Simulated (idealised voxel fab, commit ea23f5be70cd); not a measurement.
process module | voxel wiring stack
cross-section cut | 215 nm wide | cells 5 nm
A cross-section is a grid of square cells, given in bands from the top down. A band is one or more rows of cells.
Each band's line starts with the height of the band's top and of its bottom, in nm. Then come its materials from left to right, each with its width in nm. One material with "throughout" fills the band from edge to edge. "air" is empty space.
Height 0 is the level under which the wafer as received is all one material. The lowest band goes on downwards, as in "0 down".
A width such as "30 to 40" changes by the same amount from each row of cells to the next, from the band's top row to its bottom row.
"no change" after a step means that no cell of the cross-section changed.
closed voids: empty space of 8 cells or more with no open way to the top, each as width x height at its distance from the left edge, in nm
after a step's settings: what the simulator itself notes on the step
overlay nm, on a step with a mask: how far to the right of its planned place the mask lay; to the left if negative
plan
1 op RECEIVE | material Si
2 op CONFORMAL_DEP | material SiO2 | thk nm 10
3 op DIRECTIONAL_DEP | material TiN | thk nm 5
4 op DIRECTIONAL_DEP | material Ru | thk nm 15
5 op MASKED_ETCH | tone cover | mask id METAL_1 | width nm 25 | pitch nm 50 | etch materials Ru | depth nm 15 | overlay nm 0
6 op MASKED_ETCH | tone cover | mask id METAL_1 | width nm 25 | pitch nm 50 | etch materials TiN | depth nm 5 | overlay nm 0
7 op FILL_DEP | material lowk | thk nm 5
8 op CMP | height nm 30
9 op CONFORMAL_DEP | material SiCN | thk nm 5
10 op DIRECTIONAL_DEP | material SiO2 | thk nm 15
11 op PATTERN | tone open | mask id PLUG_1 | material resist | width nm 15 | thk nm 15 | overlay nm 0
12 op DIRECTIONAL_ETCH | etch materials SiO2 | depth nm 15
13 op DIRECTIONAL_ETCH | etch materials SiCN | depth nm 5
14 op STRIP | etch materials resist
15 op EPI | material Ru | thk nm 10
16 op EPI | material Ru | thk nm 10
17 op DIRECTIONAL_DEP | material TiN | thk nm 5
18 op DIRECTIONAL_DEP | material Ru | thk nm 20
19 op DIRECTIONAL_DEP | material aC | thk nm 15
20 op PATTERN | tone cover | mask id METAL_2 | material resist | width nm 25 | pitch nm 50 | thk nm 35 | overlay nm 0
21 op DIRECTIONAL_ETCH | etch materials aC | depth nm 15
22 op STRIP | etch materials resist
23 op DIRECTIONAL_ETCH | etch materials Ru | depth nm 20
24 op DIRECTIONAL_ETCH | etch materials TiN | depth nm 5
25 op STRIP | etch materials aC
26 op CONFORMAL_DEP | material SiN | thk nm 5
27 op FILL_DEP | material SiO2 | thk nm 5
28 op CMP | height nm 75
29 op CONFORMAL_DEP | material SiCN | thk nm 5
30 op DIRECTIONAL_DEP | material lowk | thk nm 10
31 op MASKED_ETCH | tone open | mask id PLUG_2 | width nm 15 | pitch nm 50 | etch materials lowk | depth nm 10 | overlay nm 0
32 op MASKED_ETCH | tone open | mask id PLUG_2 | width nm 15 | pitch nm 50 | etch materials SiCN | depth nm 5 | overlay nm 0
33 op CONFORMAL_DEP | material TiN | thk nm 5
34 op FILL_DEP | material Ru | thk nm 10
35 op CMP | height nm 90
36 op CONFORMAL_DEP | material SiCN | thk nm 5
37 op DIRECTIONAL_DEP | material SiO2 | thk nm 20
38 op PATTERN | tone open | mask id METAL_3 | material resist | width nm 25 | pitch nm 50 | thk nm 15 | overlay nm 0
39 op DIRECTIONAL_ETCH | etch materials SiO2 | depth nm 20
40 op DIRECTIONAL_ETCH | etch materials SiCN | depth nm 5
41 op STRIP | etch materials resist
42 op CONFORMAL_DEP | material TiN | thk nm 5
43 op FILL_DEP | material W | thk nm 10
44 op CMP | height nm 115
45 op EPI | material Ru | thk nm 5
46 op FILL_DEP | material SiCN | thk nm 5
47 op DIRECTIONAL_DEP | material lowk | thk nm 30
48 op DIRECTIONAL_DEP | material aC | thk nm 10
49 op PATTERN | tone open | mask id METAL_4_HOLES | material resist | width nm 15 | thk nm 30 | overlay nm 0
50 op DIRECTIONAL_ETCH | etch materials aC | depth nm 10
51 op STRIP | etch materials resist
52 op DIRECTIONAL_ETCH | etch materials lowk | depth nm 30
53 op STRIP | etch materials aC
54 op DIRECTIONAL_DEP | material aC | thk nm 10
55 op PATTERN | tone open | mask id METAL_4 | material resist | width nm 25 | pitch nm 50 | thk nm 25 | overlay nm -15
56 op DIRECTIONAL_ETCH | etch materials aC | depth nm 10
57 op STRIP | etch materials resist
58 op DIRECTIONAL_ETCH | etch materials lowk | depth nm 15
59 op DIRECTIONAL_ETCH | etch materials SiCN | depth nm 5
60 op STRIP | etch materials aC
61 op CONFORMAL_DEP | material TiN | thk nm 5
62 op FILL_DEP | material Cu | thk nm 5
63 op CMP | height nm 155
64 op CONFORMAL_DEP | material SiN | thk nm 5
varied across the wafers: overlay nm of step 55. The plan shows the first wafer's value. All wafers start alike
first wafer as received, after step 1
  0 down: Si throughout
  closed voids: none
first wafer at the end, after step 64
  160 to 155: SiN throughout
  155 to 145: lowk 55 | TiN 5 | Cu 20 | TiN 5 | lowk 20 | TiN 5 | Cu 15 | TiN 5 | lowk 85
  145 to 140: lowk 55 | TiN 20 | Cu 5 | TiN 5 | lowk 20 | TiN 25 | lowk 85
  140 to 130: lowk 70 | TiN 5 | Cu 5 | TiN 5 | lowk 130
  130 to 125: lowk 70 | TiN 15 | lowk 130
  125 to 120: SiCN 70 | TiN 10 | SiCN 135
  120 to 115: SiCN 65 | Ru 35 | SiCN 15 | Ru 35 | SiCN 65
  115 to 95: SiO2 70 | TiN 5 | W 15 | TiN 5 | SiO2 25 | TiN 5 | W 15 | TiN 5 | SiO2 70
  95 to 90: SiCN 70 | TiN 25 | SiCN 25 | TiN 25 | SiCN 70
  90 to 80: lowk 70 | TiN 5 | Ru 5 | TiN 5 | lowk 35 | TiN 5 | Ru 5 | TiN 5 | lowk 80
  80 to 75: SiCN 70 | TiN 15 | SiCN 35 | TiN 15 | SiCN 80
  75 to 55: SiO2 65 | SiN 5 | Ru 25 | SiN 5 | SiO2 15 | SiN 5 | Ru 25 | SiN 5 | SiO2 65
  55 to 50: SiN 70 | TiN 25 | SiN 25 | TiN 25 | SiN 70
  50 to 35: SiO2 70 | Ru 15 | SiO2 130
  35 to 30: SiCN 70 | Ru 15 | SiCN 130
  30 to 15: lowk 70 | Ru 25 | lowk 25 | Ru 25 | lowk 70
  15 to 10: lowk 70 | TiN 25 | lowk 25 | TiN 25 | lowk 70
  10 to 0: SiO2 throughout
  0 down: Si throughout
  closed voids: none
last wafer at the end
  160 to 155: SiN throughout
  155 to 145: lowk 70 | TiN 5 | Cu 30 | TiN 5 | lowk 25 | TiN 5 | Cu 15 | TiN 5 | lowk 55
  145 to 140: lowk 70 | TiN 5 | Cu 5 | TiN 30 | lowk 25 | TiN 25 | lowk 55
  140 to 130: lowk 70 | TiN 5 | Cu 5 | TiN 5 | lowk 130
  130 to 125: lowk 70 | TiN 15 | lowk 130
  125 to 120: SiCN throughout
  120 to 115: SiCN 65 | Ru 35 | SiCN 15 | Ru 35 | SiCN 65
  115 to 95: SiO2 70 | TiN 5 | W 15 | TiN 5 | SiO2 25 | TiN 5 | W 15 | TiN 5 | SiO2 70
  95 to 90: SiCN 70 | TiN 25 | SiCN 25 | TiN 25 | SiCN 70
  90 to 80: lowk 70 | TiN 5 | Ru 5 | TiN 5 | lowk 35 | TiN 5 | Ru 5 | TiN 5 | lowk 80
  80 to 75: SiCN 70 | TiN 15 | SiCN 35 | TiN 15 | SiCN 80
  75 to 55: SiO2 65 | SiN 5 | Ru 25 | SiN 5 | SiO2 15 | SiN 5 | Ru 25 | SiN 5 | SiO2 65
  55 to 50: SiN 70 | TiN 25 | SiN 25 | TiN 25 | SiN 70
  50 to 35: SiO2 70 | Ru 15 | SiO2 130
  35 to 30: SiCN 70 | Ru 15 | SiCN 130
  30 to 15: lowk 70 | Ru 25 | lowk 25 | Ru 25 | lowk 70
  15 to 10: lowk 70 | TiN 25 | lowk 25 | TiN 25 | lowk 70
  10 to 0: SiO2 throughout
  0 down: Si throughout
  closed voids: none
each wafer at the end: cells of each material gained (+) or lost (-) since it was received, then its closed voids
overlay nm -15 | +17 Cu | +100 Ru | +180 SiCN | +92 SiN | +454 SiO2 | +87 TiN | +24 W | +422 lowk | closed voids: none
overlay nm -10 | +16 Cu | +100 Ru | +179 SiCN | +92 SiN | +454 SiO2 | +86 TiN | +24 W | +425 lowk | closed voids: none
overlay nm -5 | +16 Cu | +100 Ru | +179 SiCN | +92 SiN | +454 SiO2 | +86 TiN | +24 W | +425 lowk | closed voids: none
overlay nm 0 | +16 Cu | +100 Ru | +179 SiCN | +92 SiN | +454 SiO2 | +86 TiN | +24 W | +425 lowk | closed voids: none
overlay nm 5 | +17 Cu | +100 Ru | +180 SiCN | +92 SiN | +454 SiO2 | +87 TiN | +24 W | +422 lowk | closed voids: none
overlay nm 10 | +19 Cu | +100 Ru | +181 SiCN | +92 SiN | +454 SiO2 | +87 TiN | +24 W | +419 lowk | closed voids: none
overlay nm 15 | +21 Cu | +100 Ru | +182 SiCN | +92 SiN | +454 SiO2 | +87 TiN | +24 W | +416 lowk | closed voids: none
